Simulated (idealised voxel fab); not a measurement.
process module | voxel spacer lines
cross-section cut | 230 nm wide | cells 5 nm
A cross-section is a grid of square cells, given in bands from the top down. A band is one or more rows of cells.
Each band's line starts with the height of the band's top and of its bottom, in nm. Then come its materials from left to right, each with its width in nm. One material with "throughout" fills the band from edge to edge. "air" is empty space.
Height 0 is the level under which the wafer as received is all one material. The lowest band goes on downwards, as in "0 down".
A width such as "30 to 40" changes by the same amount from each row of cells to the next, from the band's top row to its bottom row.
"no change" after a step means that no cell of the cross-section changed.
closed voids: empty space of 8 cells or more with no open way to the top, each as width x height at its distance from the left edge, in nm
after a step's settings: what the simulator itself notes on the step
overlay nm, on a step with a mask: how far to the right of its planned place the mask lay; to the left if negative
plan
1 op RECEIVE | material Si
2 op CONFORMAL_DEP | material Al2O3 | thk nm 5
3 op DIRECTIONAL_DEP | material SiN | thk nm 10
4 op DIRECTIONAL_DEP | material polySi | thk nm 25
5 op PATTERN | tone cover | mask id MANDREL | material resist | width nm 15 | pitch nm 60 | thk nm 35 | overlay nm 0
6 op DIRECTIONAL_ETCH | etch materials polySi | depth nm 25
7 op STRIP | etch materials resist
8 op CONFORMAL_DEP | material SiO2 | thk nm 15
9 op DIRECTIONAL_ETCH | etch materials SiO2 | depth nm 15
10 op STRIP | etch materials polySi
11 op DIRECTIONAL_ETCH | etch materials SiN | depth nm 10
12 op STRIP | etch materials SiO2
as received, after step 1
  0 down: Si throughout
  closed voids: none
first wafer at the end, as planned
  15 to 5: air 30 | SiN 15 | air 15 | SiN 15 | air 15 | SiN 15 | air 15 | SiN 15 | air 15 | SiN 15 | air 15 | SiN 15 | air 35
  5 to 0: Al2O3 throughout
  0 down: Si throughout
  closed voids: none
second wafer at the end: like start, like plan, one mistake
  30 to 5: polySi throughout
  5 to 0: Al2O3 throughout
  0 down: Si throughout
  closed voids: none
what went wrong: steps 3 and 4 were swapped
at the end the second wafer has, in cells: 36 fewer of SiN | 230 more of polySi
